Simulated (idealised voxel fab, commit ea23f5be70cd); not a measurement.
This is a process module. Its name is voxel air gaps.
It is cross-section cut that appears here, measuring 300 nm in width, its square cells being 5 nm in size.
Cross-section = grid of square cells, listed top down in bands; band = one or more rows. Within each band entry, the heights of the top and of the bottom of the band appear first, in that order and in nm; the materials of the band then follow from left to right, each with its corresponding width in nm. The designation "everywhere" on a single material indicates that it fills the band from edge to edge; the designation "air" indicates empty space. Heights are expressed relative to 0, this being the level below which the as-received wafer comprises one material exclusively. The lowest band is unbounded in the downward direction and is denoted as in "0 and below". Top row gets the first number, bottom row gets the second, and each row in between changes by the same step: that is how a band width like "30 to 40" works. Any step labelled "nothing got changed" changed none of the cells in the cross-section. "Closed cavities" specifies each empty space that is not open to the top and that occupies no fewer than 8 cells, using the form width x height at distance, the distance measured from the left edge and all three quantities in nm. Where a step's line continues beyond its settings, the continuation is a remark by the simulator itself on that step. overlay nm, on a step with a mask: how far to the right of its planned place the mask lay; to the left if negative.
[Steps planned for the process]
| 1 | RECEIVE, material Si |
| 2 | CONFORMAL_DEP, material SiO2, thk nm 15 |
| 3 | CONFORMAL_DEP, material SiN, thk nm 5 |
| 4 | DIRECTIONAL_DEP, material lowk, thk nm 35 |
| 5 | PATTERN, tone open, mask id LINES, material resist, width nm 15, pitch nm 40, thk nm 15, overlay nm 0 |
| 6 | DIRECTIONAL_ETCH, etch materials lowk, depth nm 35 |
| 7 | STRIP, etch materials resist |
| 8 | CONFORMAL_DEP, material TiN, thk nm 5 |
| 9 | FILL_DEP, material Ru, thk nm 5 |
| 10 | CMP, height nm 55 |
| 11 | EPI, material Ru, thk nm 10 |
| 12 | SELECTIVE_ETCH, etch materials lowk, depth nm 45 |
| 13 | CONFORMAL_DEP, material SiCN, thk nm 5 |
[Wafer cross-section on receipt, i.e. after step 1]
> 0 and below | Si everywhere
> Closed cavities: none
[The first of two wafers, cross-sectioned at the end of the module, with the run proceeding as planned]
> 70 down to 65 | 65 of air, 165 of SiCN, 70 of air
> 65 down to 55 | 65 of air, 5 of SiCN, 35 of Ru, 5 of SiCN, 35 of Ru, 5 of SiCN, 35 of Ru, 5 of SiCN, 35 of Ru, 5 of SiCN, 70 of air
> 55 down to 50 | 65 of air, 15 of SiCN, 5 of TiN, 5 of Ru, 5 of TiN, 25 of SiCN, 5 of TiN, 5 of Ru, 5 of TiN, 25 of SiCN, 5 of TiN, 5 of Ru, 5 of TiN, 25 of SiCN, 5 of TiN, 5 of Ru, 5 of TiN, 15 of SiCN, 70 of air
> 50 down to 25 | 75 of air, 5 of SiCN, 5 of TiN, 5 of Ru, 5 of TiN, 5 of SiCN, 15 of air, 5 of SiCN, 5 of TiN, 5 of Ru, 5 of TiN, 5 of SiCN, 15 of air, 5 of SiCN, 5 of TiN, 5 of Ru, 5 of TiN, 5 of SiCN, 15 of air, 5 of SiCN, 5 of TiN, 5 of Ru, 5 of TiN, 5 of SiCN, 80 of air
> 25 down to 20 | 80 of SiCN, 15 of TiN, 25 of SiCN, 15 of TiN, 25 of SiCN, 15 of TiN, 25 of SiCN, 15 of TiN, 85 of SiCN
> 20 down to 15 | SiN everywhere
> 15 down to 0 | SiO2 everywhere
> 0 and below | Si everywhere
> Closed cavities: 15 x 25 at 100; 15 x 25 at 140; 15 x 25 at 180
[End-of-module cross-section of the second wafer: identical starting point and process plan to the first, with one processing mistake]
> 70 down to 65 | 65 of air, 165 of SiCN, 70 of air
> 65 down to 55 | 65 of air, 5 of SiCN, 35 of Ru, 5 of SiCN, 35 of Ru, 5 of SiCN, 35 of Ru, 5 of SiCN, 35 of Ru, 5 of SiCN, 70 of air
> 55 down to 50 | 65 of air, 15 of SiCN, 5 of TiN, 5 of Ru, 5 of TiN, 25 of SiCN, 5 of TiN, 5 of Ru, 5 of TiN, 25 of SiCN, 5 of TiN, 5 of Ru, 5 of TiN, 25 of SiCN, 5 of TiN, 5 of Ru, 5 of TiN, 15 of SiCN, 70 of air
> 50 down to 25 | 75 of air, 5 of SiCN, 5 of TiN, 5 of Ru, 5 of TiN, 5 of SiCN, 15 of air, 5 of SiCN, 5 of TiN, 5 of Ru, 5 of TiN, 5 of SiCN, 15 of air, 5 of SiCN, 5 of TiN, 5 of Ru, 5 of TiN, 5 of SiCN, 15 of air, 5 of SiCN, 5 of TiN, 5 of Ru, 5 of TiN, 5 of SiCN, 80 of air
> 25 down to 20 | 80 of SiCN, 15 of TiN, 25 of SiCN, 15 of TiN, 25 of SiCN, 15 of TiN, 25 of SiCN, 15 of TiN, 85 of SiCN
> 20 down to 5 | SiO2 everywhere
> 5 down to 0 | SiN everywhere
> 0 and below | Si everywhere
> Closed cavities: 15 x 25 at 100; 15 x 25 at 140; 15 x 25 at 180
Here's what went sideways: ran 2 and 3 in swapped order versus the plan
Cell counts per material: same on both final wafers. Positions: different.
